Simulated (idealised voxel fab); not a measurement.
Proc. module: voxel released beams
Section shown: cut. Width: 185 nm. Cell size: 5 nm, square.
Bands, listed from the top down, are how a cross-section gets written in this document; the cross-section itself is a grid of square cells, and a band is one or more rows of them. Heights first: top, then bottom, in nm. Then materials, left to right, each with a width in nm. "full width" on a single material: fills the band edge to edge. "blank": empty space. The level at which height equals 0 is the one under which the wafer, as it arrives, is entirely one material. No lower edge exists for the bottom band, which continues downward and is notated as in "0 -> down". Per-row width for "30->40": begins at first number (top row of band), ends at second number (bottom row), increment between rows held constant. Key: "no change occurred" - step with no changed cell in the cross-section. This entry, "Closed void list", enumerates those empty regions of no fewer than 8 cells that possess no open connection to the top. Each region is reported in the form width x height at distance, the distance being taken from the left edge, with all three quantities expressed in nm. Anything after a step's settings on that line? It's the simulator's own note about the step. "overlay nm" denotes, for a step that has a mask, the displacement of the mask to the right of its planned place, with negative values corresponding to the left.
**Intended process steps**
1. RECEIVE: material Si
2. CONFORMAL_DEP: material SiN, thk nm 5
3. DIRECTIONAL_DEP: material SiO2, thk nm 10
4. MASKED_ETCH: tone open, mask id ANCHOR, width nm 45, etch materials SiO2, depth nm 10, overlay nm 0
5. CONFORMAL_DEP: material TiN, thk nm 15
6. DIRECTIONAL_DEP: material aC, thk nm 15
7. PATTERN: tone cover, mask id BEAM, material resist, width nm 120, thk nm 30, overlay nm 0
8. DIRECTIONAL_ETCH: etch materials aC, depth nm 15
9. STRIP: etch materials resist
10. DIRECTIONAL_ETCH: etch materials TiN, depth nm 5
11. STRIP: etch materials aC
12. STRIP: etch materials SiO2
Heads up: all these wafers start the same, and what changes between them is the depth nm in step 10. The value you see in the plan is just what the first wafer got.
**Here's the first of the wafers in cross-section, just as we got it, i.e. after step 1**
	0 -> down | Si full width
	Closed void list: none
**Per-wafer rows below. For each material: cells gained (+) or lost (-) since the wafer was received, as of end of module. Then: closed voids**
depth nm 5 | +37 SiN | +56 SiO2 | +110 TiN | Closed void list: none
depth nm 10 | +37 SiN | +56 SiO2 | +97 TiN | Closed void list: none
depth nm 15 | +37 SiN | +84 TiN | Closed void list: none
depth nm 20 | +37 SiN | +84 TiN | Closed void list: none
depth nm 25 | +37 SiN | +84 TiN | Closed void list: none
depth nm 30 | +37 SiN | +84 TiN | Closed void list: none
